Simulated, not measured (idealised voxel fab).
Module name: voxel gate over fins (process module)
Square cell edge 5 nm, section width 210 nm, ID cut.
When this document writes out a cross-section, it uses a grid of square cells and lists it as bands, beginning at the top and moving down, with a band standing for one or more rows of cells. Read a band's entry like this: the first values are the height of its top and the height of its bottom in nm, and what follows is the sequence of materials from left to right, each with its width in nm. Note that "empty" is empty space, and that a single material marked "edge to edge" reaches across the band from edge to edge. Basically, 0 is our baseline, since under it the wafer straight out of the box is all one material. The bottom band has no lower end and keeps on going down, so it looks like "top 0, no bottom". Note: "30..40" means the width goes from the first number (top row of the band) to the second number (bottom row) in equal steps per row of cells. No cell of the cross-section changed in a step that is given as "remained the same". The list in "Enclosed void entries" covers empty spaces of 8 cells or more that cannot reach the top through any open way, and it gives each as width x height at distance; the distance is from the left edge, and width, height and distance are in nm. Note: text after step settings on the step line = simulator remark on that step. What "overlay nm" on a step's line means: if the step has a mask, that mask lay this far to the right of its planned place, or, when the value is negative, to the left.
Process steps foreseen in the plan
1 RECEIVE, material Si
2 CONFORMAL_DEP, material SiN, thk nm 5
3 DIRECTIONAL_DEP, material aC, thk nm 10
4 PATTERN, tone cover, mask id FINS, material resist, width nm 15, pitch nm 60, thk nm 25, overlay nm 0
5 DIRECTIONAL_ETCH, etch materials aC, depth nm 10
6 STRIP, etch materials resist
7 DIRECTIONAL_ETCH, etch materials SiN, depth nm 5
8 DIRECTIONAL_ETCH, etch materials Si, depth nm 35
9 STRIP, etch materials aC
10 FILL_DEP, material SiO2, thk nm 5
11 CMP, height nm 5
12 DIRECTIONAL_DEP, material aC, thk nm 10
13 PATTERN, tone open, mask id RAIL, material resist, width nm 15, thk nm 25, overlay nm 0
14 DIRECTIONAL_ETCH, etch materials aC, depth nm 10
15 STRIP, etch materials resist
16 DIRECTIONAL_ETCH, etch materials SiO2, depth nm 35
17 STRIP, etch materials aC
18 CONFORMAL_DEP, material TiN, thk nm 5
19 FILL_DEP, material Ru, thk nm 5
20 CMP, height nm 5
21 SELECTIVE_ETCH, etch materials W Ru TiN, depth nm 20
22 FILL_DEP, material SiO2, thk nm 5
23 CMP, height nm 5
24 SELECTIVE_ETCH, etch materials SiO2, depth nm 15
25 STRIP, etch materials SiN
26 CONFORMAL_DEP, material HfO2, thk nm 5
27 CONFORMAL_DEP, material TiN, thk nm 5
28 FILL_DEP, material W, thk nm 10
29 CMP, height nm 15
30 CONFORMAL_DEP, material SiN, thk nm 10
Cross-section of the incoming wafer, state after step 1
> top 0, no bottom | Si edge to edge
> Enclosed void entries: none
Wafer at module end, in section. Began as above, planned as above, run with one mistake
> top 25, bottom 15 | SiN edge to edge
> top 15, bottom 10 | W edge to edge
> top 10, bottom 5 | 55 W | 35 TiN | 25 W | 35 TiN | 60 W
> top 5, bottom 0 | 55 W | 5 TiN | 25 HfO2 | 5 TiN | 25 W | 5 TiN | 25 HfO2 | 5 TiN | 60 W
> top 0, bottom -5 | 60 TiN | 5 HfO2 | 15 Si | 5 HfO2 | 35 TiN | 5 HfO2 | 15 Si | 5 HfO2 | 65 TiN
> top -5, bottom -10 | 55 HfO2 | 5 TiN | 5 HfO2 | 15 Si | 5 HfO2 | 5 TiN | 25 HfO2 | 5 TiN | 5 HfO2 | 15 Si | 5 HfO2 | 5 TiN | 60 HfO2
> top -10, bottom -15 | 50 SiO2 | 15 HfO2 | 15 Si | 15 HfO2 | 15 SiO2 | 15 HfO2 | 15 Si | 15 HfO2 | 55 SiO2
> top -15, bottom -25 | 65 SiO2 | 15 Si | 15 SiO2 | 5 TiN | 5 Ru | 5 TiN | 15 SiO2 | 15 Si | 70 SiO2
> top -25, bottom -30 | 65 SiO2 | 15 Si | 15 SiO2 | 15 TiN | 15 SiO2 | 15 Si | 70 SiO2
> top -30, bottom -35 | 65 SiO2 | 15 Si | 45 SiO2 | 15 Si | 70 SiO2
> top -35, no bottom | Si edge to edge
> Enclosed void entries: none
Heads up, the wafer didn't run the way we planned it: it was found that steps 24 and 25 of the process plan had been performed in exchanged positions
